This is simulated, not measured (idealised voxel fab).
Process module in this document: voxel lift off
185 nm wide, 5 nm square cells: that's cross-section cut.
In what follows, cross-sections appear as grids of square cells, described through bands that run from the top down, where every band is one or more rows of cells.
Look at the band entry: it leads with the top's height and the bottom's height in nm. Then it lists the materials left to right, with a width in nm for each. The word "everywhere" on a single material says that material fills the band edge to edge. The word "air" is empty space.
Height datum 0, below which the as-received substrate wafer is one material. Lowest band open at the bottom, running downward: "0..down".
Note: "30 to 40" means the width goes from the first number (top row of the band) to the second number (bottom row) in equal steps per row of cells.
The cross-section has no changed cell in any step marked "nothing was modified".
Enclosed voids (no open way to top), threshold 8 cells or more, entry "Voids lacking openings", notation width x height at distance, distance from left edge, nm.
If you see something after the settings on a step's line, that's the simulator's own remark about that step.
overlay nm, on a step with a mask: how far to the right of its planned place the mask lay; to the left if negative
[This section lists the process steps that were planned]
step 1: op RECEIVE | material Si
step 2: op CONFORMAL_DEP | material SiN | thk nm 10
step 3: op PATTERN | tone open | mask id LINES | material resist | width nm 20 | pitch nm 40 | thk nm 20 | overlay nm 0
step 4: op DIRECTIONAL_DEP | material Ru | thk nm 5
step 5: op STRIP | etch materials resist
step 6: op CONFORMAL_DEP | material SiN | thk nm 10
[Step 1 complete: cross-section of the wafer as received]
  0..down: Si everywhere
  Voids lacking openings: none
[Figure: cross-sectional view of the wafer upon completion of the module, processed from the initial state and according to the plan depicted above, with one error introduced during execution]
  25..20: air 55 | SiN 35 | air 5 | SiN 35 | air 55
  20..15: SiN everywhere
  15..10: SiN 65 | Ru 15 | SiN 25 | Ru 15 | SiN 65
  10..0: SiN everywhere
  0..down: Si everywhere
  Voids lacking openings: none
Against the plan, the run slipped here: step 3 was not run as planned; what actually ran was op PATTERN | tone open | mask id LINES | material resist | width nm 15 | pitch nm 40 | thk nm 20 | overlay nm 0
